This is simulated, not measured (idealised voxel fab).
Herein follows the process module entitled voxel released beams.
The cross-section on display is named cut; it measures 200 nm wide, and its cells are 5 nm squares.
Heads up, the way a cross-section reads in here is a grid of square cells, handed over as bands from the top down, with every band being one or more rows of cells. First you get the band's top height and its bottom height, in nm, and then the materials it's made of, left to right, with each width in nm. If you see a single material with "everywhere", that one covers the band edge to edge. "empty" is empty space. The level at which height equals 0 is the one under which the wafer, as it arrives, is entirely one material. No lower edge exists for the bottom band, which continues downward and is notated as in "0 nm and below". A two-number width, for instance "30 to 40", indicates that the width is equal to the first number in the top row of the band and to the second number in the bottom row, and that it changes by a constant amount per row of cells. A step reported as "all unchanged" is a step in which no cell of the cross-section changed. In the "Sealed internal cavities" entry, you get each enclosed empty space of 8 cells or more, one with no open way to the top, written width x height at distance, distance from the left edge, in nm. Text after the settings on a step's line: the simulator's own remark on that step. Steps that use a mask can have "overlay nm" on their line. It says how far the mask sat to the right of where it was meant to be. Negative means to the left.
**These are the steps we planned for the process**
1,RECEIVE, material Si
2,CONFORMAL_DEP, material Al2O3, thk nm 10
3,DIRECTIONAL_DEP, material SiO2, thk nm 20
4,MASKED_ETCH, tone open, mask id ANCHOR, width nm 25, etch materials SiO2, depth nm 20, overlay nm 0
5,CONFORMAL_DEP, material polySi, thk nm 10
6,MASKED_ETCH, tone cover, mask id BEAM, width nm 75, etch materials polySi, depth nm 10, overlay nm 0
7,STRIP, etch materials SiO2
**As-received state of the wafer in cross-section, equivalent to post-step 1**
* 0 nm and below: Si everywhere
* Sealed internal cavities: none
**a wafer at the end: this start, this plan, one mistake**
* 40 nm to 30 nm: empty 60 nm  polySi 40 nm  empty 100 nm
* 30 nm to 20 nm: empty 55 nm  polySi 10 nm  SiO2 25 nm  polySi 10 nm  empty 100 nm
* 20 nm to 10 nm: empty 55 nm  polySi 10 nm  SiO2 25 nm  polySi 45 nm  empty 65 nm
* 10 nm to 0 nm: Al2O3 everywhere
* 0 nm and below: Si everywhere
* Sealed internal cavities: none
Finding, execution versus plan: note that step 4 departed from the planned setting and was carried out as MASKED_ETCH, tone cover, mask id ANCHOR, width nm 25, etch materials SiO2, depth nm 20, overlay nm 0
